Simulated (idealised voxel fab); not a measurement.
The following process module bears the name voxel transistor to metal.
Square cell edge 5 nm, section width 150 nm, ID cut.
In what follows, cross-sections appear as grids of square cells, described through bands that run from the top down, where every band is one or more rows of cells. First you get the band's top height and its bottom height, in nm, and then the materials it's made of, left to right, with each width in nm. If you see a single material with "throughout", that one covers the band edge to edge. "empty" is empty space. Height reference: 0 = level under which incoming wafer is all one material. Lowest band: no bottom, runs on downward, e.g. "z 0 and below". Top row gets the first number, bottom row gets the second, and each row in between changes by the same step: that is how a band width like "30 to 40" works. Where a step carries "nothing altered", the cross-section came out of it unchanged, cell for cell. You'll see "Enclosed cavities" listing empty spaces that have no way open to the top, as long as they're 8 cells or more; the notation is width x height at distance, where the distance is from the left edge, and all of it is in nm. Text after the settings on a step's line: the simulator's own remark on that step. The line of a step may include "overlay nm". On a step with a mask, this value is how far to the right of its planned place the mask lay. A negative value means the mask lay to the left.

Process steps - plan:
- 1: RECEIVE | material Si
- 2: CONFORMAL_DEP | material SiO2 | thk nm 5
- 3: CONFORMAL_DEP | material SiN | thk nm 10
- 4: DIRECTIONAL_DEP | material aC | thk nm 15
- 5: PATTERN | tone cover | mask id ACTIVE | material resist | width nm 115 | thk nm 35 | overlay nm 0
- 6: DIRECTIONAL_ETCH | etch materials aC | depth nm 15
- 7: STRIP | etch materials resist
- 8: DIRECTIONAL_ETCH | etch materials SiN | depth nm 10
- 9: DIRECTIONAL_ETCH | etch materials SiO2 | depth nm 5
- 10: DIRECTIONAL_ETCH | etch materials Si | depth nm 35
- 11: STRIP | etch materials aC
- 12: FILL_DEP | material SiO2 | thk nm 10
- 13: CMP | height nm 15
- 14: SELECTIVE_ETCH | etch materials SiO2 | depth nm 5
- 15: STRIP | etch materials SiN
- 16: SELECTIVE_ETCH | etch materials SiO2 | depth nm 5
- 17: OXIDIZE | depth nm 5
- 18: DIRECTIONAL_DEP | material polySi | thk nm 30
- 19: DIRECTIONAL_DEP | material SiCN | thk nm 15
- 20: DIRECTIONAL_DEP | material aC | thk nm 15
- 21: PATTERN | tone cover | mask id GATE | material resist | width nm 35 | thk nm 35 | overlay nm 0
- 22: DIRECTIONAL_ETCH | etch materials aC | depth nm 15
- 23: STRIP | etch materials resist
- 24: DIRECTIONAL_ETCH | etch materials SiCN | depth nm 25
- 25: DIRECTIONAL_ETCH | etch materials polySi | depth nm 40
- 26: STRIP | etch materials aC
- 27: CONFORMAL_DEP | material SiN | thk nm 10
- 28: DIRECTIONAL_ETCH | etch materials SiN | depth nm 10
- 29: DIRECTIONAL_ETCH | etch materials SiO2 | depth nm 5
- 30: DIRECTIONAL_ETCH | etch materials Si | depth nm 15
- 31: EPI | material pSi | thk nm 15
- 32: FILL_DEP | material SiO2 | thk nm 5
- 33: CMP | height nm 30
- 34: STRIP | etch materials polySi
- 35: SELECTIVE_ETCH | etch materials SiO2 | depth nm 5
- 36: CONFORMAL_DEP | material HfO2 | thk nm 5
- 37: CONFORMAL_DEP | material TiN | thk nm 5
- 38: FILL_DEP | material W | thk nm 5
- 39: CMP | height nm 25
- 40: DIRECTIONAL_DEP | material SiO2 | thk nm 10
- 41: DIRECTIONAL_DEP | material aC | thk nm 15
- 42: PATTERN | tone open | mask id CONTACT | material resist | width nm 15 | pitch nm 90 | thk nm 35 | overlay nm 0
- 43: DIRECTIONAL_ETCH | etch materials aC | depth nm 15
- 44: STRIP | etch materials resist
- 45: DIRECTIONAL_ETCH | etch materials SiO2 | depth nm 25
- 46: STRIP | etch materials aC
- 47: CONFORMAL_DEP | material TiN | thk nm 5
- 48: FILL_DEP | material Ru | thk nm 10
- 49: CMP | height nm 35
- 50: DIRECTIONAL_DEP | material TiN | thk nm 5
- 51: DIRECTIONAL_DEP | material W | thk nm 20
- 52: PATTERN | tone cover | mask id METAL_1 | material resist | width nm 15 | pitch nm 90 | thk nm 20 | overlay nm 0
- 53: DIRECTIONAL_ETCH | etch materials W | depth nm 20
- 54: DIRECTIONAL_ETCH | etch materials TiN | depth nm 5
- 55: STRIP | etch materials resist
- 56: CONFORMAL_DEP | material SiN | thk nm 5
- 57: FILL_DEP | material lowk | thk nm 10
- 58: CMP | height nm 60
- 59: CONFORMAL_DEP | material SiCN | thk nm 5
- 60: DIRECTIONAL_DEP | material lowk | thk nm 25
- 61: MASKED_ETCH | tone open | mask id METAL_2 | width nm 15 | pitch nm 90 | etch materials lowk | depth nm 15 | overlay nm 0
- 62: MASKED_ETCH | tone open | mask id METAL_2_HOLES | width nm 15 | pitch nm 90 | etch materials lowk | depth nm 10 | overlay nm 0
- 63: MASKED_ETCH | tone open | mask id METAL_2_HOLES | width nm 15 | pitch nm 90 | etch materials SiCN | depth nm 5 | overlay nm 0
- 64: CONFORMAL_DEP | material TiN | thk nm 5
- 65: FILL_DEP | material Ru | thk nm 5
- 66: CMP | height nm 90
- 67: CONFORMAL_DEP | material SiCN | thk nm 5

Wafer at receipt (post step 1), cross-section:
> z 0 and below: Si throughout
> Enclosed cavities: none

End state of the module in cross-section, given the above starting point and plan and one mistake in execution:
> z 95 to 90: SiCN throughout
> z 90 to 85: Ru throughout
> z 85 to 80: 25 of TiN / 5 of Ru / 85 of TiN / 5 of Ru / 30 of TiN
> z 80 to 65: 20 of lowk / 5 of TiN / 5 of Ru / 5 of TiN / 75 of lowk / 5 of TiN / 5 of Ru / 5 of TiN / 25 of lowk
> z 65 to 60: 20 of SiCN / 15 of TiN / 75 of SiCN / 15 of TiN / 25 of SiCN
> z 60 to 40: 15 of lowk / 5 of SiN / 15 of W / 5 of SiN / 65 of lowk / 5 of SiN / 15 of W / 5 of SiN / 20 of lowk
> z 40 to 35: 20 of SiN / 15 of TiN / 75 of SiN / 15 of TiN / 25 of SiN
> z 35 to 25: 20 of SiO2 / 5 of TiN / 5 of Ru / 5 of TiN / 75 of SiO2 / 5 of TiN / 5 of Ru / 5 of TiN / 25 of SiO2
> z 25 to 15: 20 of SiO2 / 5 of TiN / 5 of Ru / 5 of TiN / 10 of SiO2 / 10 of SiN / 5 of HfO2 / 5 of TiN / 15 of W / 5 of TiN / 5 of HfO2 / 10 of SiN / 10 of SiO2 / 5 of TiN / 5 of Ru / 5 of TiN / 25 of SiO2
> z 15 to 10: 20 of SiO2 / 15 of TiN / 10 of SiO2 / 10 of SiN / 5 of HfO2 / 5 of TiN / 15 of W / 5 of TiN / 5 of HfO2 / 10 of SiN / 10 of SiO2 / 15 of TiN / 25 of SiO2
> z 10 to 5: 15 of SiO2 / 30 of pSi / 10 of SiN / 5 of HfO2 / 5 of TiN / 15 of W / 5 of TiN / 5 of HfO2 / 10 of SiN / 30 of pSi / 20 of SiO2
> z 5 to 0: 10 of SiO2 / 10 of SiN / 25 of pSi / 10 of SiN / 5 of HfO2 / 25 of TiN / 5 of HfO2 / 10 of SiN / 25 of pSi / 10 of SiN / 15 of SiO2
> z 0 to -5: 20 of SiO2 / 25 of pSi / 5 of SiO2 / 45 of HfO2 / 5 of SiO2 / 25 of pSi / 25 of SiO2
> z -5 to -20: 15 of SiO2 / 5 of Si / 25 of pSi / 55 of Si / 25 of pSi / 5 of Si / 20 of SiO2
> z -20 to -35: 15 of SiO2 / 115 of Si / 20 of SiO2
> z -35 and below: Si throughout
> Enclosed cavities: none
Run error: step 60 changed vs plan, executed as DIRECTIONAL_DEP | material lowk | thk nm 15
